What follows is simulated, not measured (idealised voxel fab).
The process module that follows is named voxel fin reveal.
The cross-section on display is named cut; it measures 270 nm wide, and its cells are 5 nm squares.
In this document a cross-section is written as a grid of square cells. It is given as a series of bands, listed from the top down, and a band is one or more rows of cells.
Basically the band line says how high the top is and how high the bottom is, in nm, and then what's in it from left to right, every material with its width in nm. Empty space shows up as "air", and if a single material carries "throughout" it runs the full band edge to edge.
Heights are reckoned from 0. Under this level, the received wafer is all of one material. The bottommost band is open-ended downward, for example "from 0 down".
Read "30->40" as a graded width: first number on top, second number at the bottom, same change between each pair of neighbouring rows.
For the purposes of this document, the phrase "changes: none" attached to a step denotes that no cell within the cross-section was modified by that step.
So "Entrapped voids" is basically the list of trapped voids: any empty space of 8 cells or more that can't reach the top through an opening. They're written width x height at distance, the distance being from the left edge, and it's all nm.
What comes after the settings on a step's line is commentary from the simulator itself on that step.
Among the settings permitted on a step's line is "overlay nm"; applied to a step with a mask, it specifies the extent to which the mask lay to the right of its planned position, whereas a negative figure signifies a position to the left.
Process steps - plan
1 RECEIVE with material Si
2 CONFORMAL_DEP with material SiN, thk nm 10
3 DIRECTIONAL_DEP with material aC, thk nm 15
4 PATTERN with tone cover, mask id FINS, material resist, width nm 15, pitch nm 35, thk nm 35, overlay nm 0
5 DIRECTIONAL_ETCH with etch materials aC, depth nm 15
6 STRIP with etch materials resist
7 DIRECTIONAL_ETCH with etch materials SiN, depth nm 10
8 DIRECTIONAL_ETCH with etch materials Si, depth nm 40
9 STRIP with etch materials aC
10 FILL_DEP with material SiO2, thk nm 10
11 CMP with height nm 10
12 SELECTIVE_ETCH with etch materials SiO2, depth nm 20
13 STRIP with etch materials SiN
First wafer of two (run as planned)
So this is the incoming wafer in cross-section - it's already been through step 1
> from 0 down  Si throughout
> Entrapped voids: none
Sectional view: wafer, after step 2
> from 10 to 0  SiN throughout
> Note: structure below 0 unchanged.
Sectional view: wafer, after step 3
> from 25 to 10  aC throughout
> Note: structure below 10 unchanged.
Sectional view: wafer, after step 4
> from 60 to 25  air (110) | resist (15) | air (20) | resist (15) | air (110)
> Note: structure below 25 unchanged.
Sectional view: wafer, after step 5
> from 45 to 25  air (110) | resist (15) | air (20) | resist (15) | air (110)
> from 25 to 10  air (110) | aC (15) | air (20) | aC (15) | air (110)
> Note: structure below 10 unchanged.
Sectional view: wafer, after step 6
> from 25 to 10  air (110) | aC (15) | air (20) | aC (15) | air (110)
> Note: structure below 10 unchanged.
Sectional view: wafer, after step 7
> from 25 to 10  air (110) | aC (15) | air (20) | aC (15) | air (110)
> from 10 to 0  air (110) | SiN (15) | air (20) | SiN (15) | air (110)
> Note: structure below 0 unchanged.
Sectional view: wafer, after step 8
> from 25 to 10  air (110) | aC (15) | air (20) | aC (15) | air (110)
> from 10 to 0  air (110) | SiN (15) | air (20) | SiN (15) | air (110)
> from 0 to -40  air (110) | Si (15) | air (20) | Si (15) | air (110)
> Note: structure below -40 unchanged.
Sectional view: wafer, after step 9
> from 10 to 0  air (110) | SiN (15) | air (20) | SiN (15) | air (110)
> Note: structure below 0 unchanged.
Sectional view: wafer, after step 10
> from 20 to 10  SiO2 throughout
> from 10 to 0  SiO2 (110) | SiN (15) | SiO2 (20) | SiN (15) | SiO2 (110)
> from 0 to -40  SiO2 (110) | Si (15) | SiO2 (20) | Si (15) | SiO2 (110)
> Note: structure below -40 unchanged.
Sectional view: wafer, after step 11
> from 10 to 0  SiO2 (110) | SiN (15) | SiO2 (20) | SiN (15) | SiO2 (110)
> Note: structure below 0 unchanged.
Sectional view: wafer, after step 12
> from 10 to 0  air (110) | SiN (15) | air (20) | SiN (15) | air (110)
> from 0 to -10  air (110) | Si (15) | air (20) | Si (15) | air (110)
> Note: structure below -10 unchanged.
Sectional view: wafer, after step 13
> from 0 to -10  air (110) | Si (15) | air (20) | Si (15) | air (110)
> Note: structure below -10 unchanged.
Regarding the second of the two wafers: it shared the first wafer's starting condition and process plan, yet one error occurred during its execution. Its history coincides with that of the first wafer up to and including step 7
Cross-sectional representation of the second wafer at the time designated in the plan for the completion of step 8
> from 25 to 10  air (110) | aC (15) | air (20) | aC (15) | air (110)
> from 10 to 0  air (110) | SiN (15) | air (20) | SiN (15) | air (110)
> from 0 to -50  air (110) | Si (15) | air (20) | Si (15) | air (110)
> Note: structure below -50 unchanged.
Cross-sectional representation of the second wafer at the time designated in the plan for the completion of step 9
> from 10 to 0  air (110) | SiN (15) | air (20) | SiN (15) | air (110)
> Note: structure below 0 unchanged.
Cross-sectional representation of the second wafer at the time designated in the plan for the completion of step 10
> from 20 to 10  SiO2 throughout
> from 10 to 0  SiO2 (110) | SiN (15) | SiO2 (20) | SiN (15) | SiO2 (110)
> from 0 to -50  SiO2 (110) | Si (15) | SiO2 (20) | Si (15) | SiO2 (110)
> Note: structure below -50 unchanged.
Cross-sectional representation of the second wafer at the time designated in the plan for the completion of step 11
> from 10 to 0  SiO2 (110) | SiN (15) | SiO2 (20) | SiN (15) | SiO2 (110)
> Note: structure below 0 unchanged.
Cross-sectional representation of the second wafer at the time designated in the plan for the completion of step 12
> from 10 to 0  air (110) | SiN (15) | air (20) | SiN (15) | air (110)
> from 0 to -10  air (110) | Si (15) | air (20) | Si (15) | air (110)
> Note: structure below -10 unchanged.
Cross-sectional representation of the second wafer at the time designated in the plan for the completion of step 13
> from 0 to -10  air (110) | Si (15) | air (20) | Si (15) | air (110)
> Note: structure below -10 unchanged.
Against the plan, the run slipped here: step 8 changed vs plan, executed as DIRECTIONAL_ETCH with etch materials Si, depth nm 50
Once processing is complete, comparing cell counts shows that the second wafer has more or fewer of certain materials than the first: 96 fewer of Si | 96 more of SiO2
